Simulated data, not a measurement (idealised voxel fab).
voxel self aligned contacts: a process module
Shown is cross-section cut, with a width of 295 nm and square cells of size 5 nm.
Square cells in a grid make up a cross-section in this document, and the grid is given as bands, listed from the top down, each one or more rows of cells.
What a band's entry tells you: where the top is and where the bottom is, as heights in nm, and after that what lies inside, material by material from left to right, each with its width in nm. Empty space is written as the word "air", and a single material marked with the word "full width" occupies the band from edge to edge.
Height datum 0, below which the as-received substrate wafer is one material. Lowest band open at the bottom, running downward: "0..down".
The two numbers in a width such as "30..40" mark its ends across the band: the first belongs to the top row of cells, the second to the bottom row, and from each row to the next the width moves by the same amount.
Given "remained unchanged" for a step, no cell of the cross-section differs between before and after that step.
In the "Catalogued sealed voids" entry, you get each enclosed empty space of 8 cells or more, one with no open way to the top, written width x height at distance, distance from the left edge, in nm.
What comes after the settings on a step's line is commentary from the simulator itself on that step.
Each step line may optionally specify "overlay nm", which for a step with a mask gives the rightward distance between the mask's planned place and where it lay, a negative value indicating the leftward direction.
### List of planned process steps
step 1: op RECEIVE | material Si
step 2: op OXIDIZE | depth nm 5
step 3: op DIRECTIONAL_DEP | material polySi | thk nm 30
step 4: op DIRECTIONAL_DEP | material SiN | thk nm 20
step 5: op DIRECTIONAL_DEP | material aC | thk nm 10
step 6: op PATTERN | tone cover | mask id GATE | material resist | width nm 25 | pitch nm 50 | thk nm 25 | overlay nm 0
step 7: op DIRECTIONAL_ETCH | etch materials aC | depth nm 10
step 8: op STRIP | etch materials resist
step 9: op DIRECTIONAL_ETCH | etch materials SiN | depth nm 10
step 10: op DIRECTIONAL_ETCH | etch materials polySi | depth nm 30
step 11: op STRIP | etch materials aC
step 12: op CONFORMAL_DEP | material SiN | thk nm 5
step 13: op DIRECTIONAL_ETCH | etch materials SiN | depth nm 5
step 14: op FILL_DEP | material SiO2 | thk nm 15
step 15: op CMP | height nm 60
step 16: op DIRECTIONAL_DEP | material aC | thk nm 15
step 17: op PATTERN | tone open | mask id CONTACT | material resist | width nm 35 | pitch nm 50 | thk nm 30 | overlay nm 0
step 18: op DIRECTIONAL_ETCH | etch materials aC | depth nm 15
step 19: op STRIP | etch materials resist
step 20: op DIRECTIONAL_ETCH | etch materials SiO2 | depth nm 65
step 21: op STRIP | etch materials aC
step 22: op CONFORMAL_DEP | material TiN | thk nm 5
step 23: op FILL_DEP | material Ru | thk nm 5
step 24: op CMP | height nm 60
step 25: op CONFORMAL_DEP | material SiN | thk nm 5
Heads up: all these wafers start the same, and what changes between them is the depth nm in step 9. The value you see in the plan is just what the first wafer got.
### As-received cross-section, first of several wafers, post step 1
	0..down: Si full width
	Catalogued sealed voids: none
### What follows is a table in which each wafer occupies a row; for the wafer as it stands at the close of the module, the row states, material by material, how many cells have been gained (+) or lost (-) since receipt, and then gives its closed voids
depth nm 10; +14 Ru; -59 Si; +219 SiN; +213 SiO2; +26 TiN; +354 polySi; Catalogued sealed voids: none
depth nm 15; +16 Ru; -59 Si; +181 SiN; +245 SiO2; +30 TiN; +354 polySi; Catalogued sealed voids: none
depth nm 20; +32 Ru; -59 Si; +179 SiN; +463 SiO2; +62 TiN; +90 polySi; Catalogued sealed voids: none
depth nm 25; +32 Ru; -59 Si; +179 SiN; +463 SiO2; +62 TiN; +90 polySi; Catalogued sealed voids: none
depth nm 30; +32 Ru; -59 Si; +179 SiN; +463 SiO2; +62 TiN; +90 polySi; Catalogued sealed voids: none
depth nm 35; +32 Ru; -59 Si; +179 SiN; +463 SiO2; +62 TiN; +90 polySi; Catalogued sealed voids: none
